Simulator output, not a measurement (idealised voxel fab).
The document below concerns the process module designated voxel self aligned vias.
It is cross-section cut that appears here, measuring 265 nm in width, its square cells being 5 nm in size.
Cross-section = grid of square cells, listed top down in bands; band = one or more rows.
First you get the band's top height and its bottom height, in nm, and then the materials it's made of, left to right, with each width in nm. If you see a single material with "everywhere", that one covers the band edge to edge. "empty" is empty space.
Heights are expressed relative to 0, this being the level below which the as-received wafer comprises one material exclusively. The lowest band is unbounded in the downward direction and is denoted as in "0 -> down".
It should be noted that a width expressed as "30->40" varies in equal increments from row to row of cells within the band, taking the value of the first number at the top row and that of the second number at the bottom row.
Basically "no alteration" means that step didn't change any cell in the cross-section.
Entry "Closed internal cavities". Content: empty spaces with no open connection to the top, size 8 cells or greater. Each: width x height at distance. Distance: from left edge. Unit: nm.
after a step's settings: what the simulator itself notes on the step
What "overlay nm" on a step's line means: if the step has a mask, that mask lay this far to the right of its planned place, or, when the value is negative, to the left.
## Intended process steps
| 1 | op RECEIVE | material Si |
| 2 | op CONFORMAL_DEP | material SiO2 | thk nm 15 |
| 3 | op CONFORMAL_DEP | material SiCN | thk nm 5 |
| 4 | op DIRECTIONAL_DEP | material lowk | thk nm 30 |
| 5 | op MASKED_ETCH | tone open | mask id LINES | width nm 25 | pitch nm 75 | etch materials lowk | depth nm 30 | overlay nm 0 |
| 6 | op CONFORMAL_DEP | material TiN | thk nm 5 |
| 7 | op FILL_DEP | material Ru | thk nm 10 |
| 8 | op CMP | height nm 50 |
| 9 | op SELECTIVE_ETCH | etch materials W Ru TiN | depth nm 5 |
| 10 | op FILL_DEP | material SiN | thk nm 10 |
| 11 | op CMP | height nm 50 |
| 12 | op DIRECTIONAL_DEP | material lowk | thk nm 20 |
| 13 | op PATTERN | tone open | mask id VIAS | material resist | width nm 45 | thk nm 20 | overlay nm 0 |
| 14 | op DIRECTIONAL_ETCH | etch materials lowk | depth nm 20 |
| 15 | op DIRECTIONAL_ETCH | etch materials SiN | depth nm 5 |
| 16 | op STRIP | etch materials resist |
| 17 | op CONFORMAL_DEP | material TiN | thk nm 5 |
| 18 | op FILL_DEP | material W | thk nm 10 |
| 19 | op CMP | height nm 70 |
| 20 | op CONFORMAL_DEP | material SiN | thk nm 5 |
## Incoming wafer in cross-section (state: after step 1)
    0 -> down = Si everywhere
    Closed internal cavities: none
## End state of the module in cross-section, given the above starting point and plan and one mistake in execution
    90 -> 85 = SiN everywhere
    85 -> 75 = W everywhere
    75 -> 70 = TiN 75  W 35  TiN 155
    70 -> 55 = lowk 70  TiN 5  W 35  TiN 5  lowk 150
    55 -> 50 = lowk 70  TiN 15  W 15  TiN 15  lowk 150
    50 -> 45 = lowk 80  TiN 25  lowk 50  SiN 25  lowk 85
    45 -> 25 = lowk 80  TiN 5  Ru 15  TiN 5  lowk 50  TiN 5  Ru 15  TiN 5  lowk 85
    25 -> 20 = lowk 80  TiN 25  lowk 50  TiN 25  lowk 85
    20 -> 15 = SiCN everywhere
    15 -> 0 = SiO2 everywhere
    0 -> down = Si everywhere
    Closed internal cavities: none
Want to know what went wrong? no execution of plan step 19; skipped
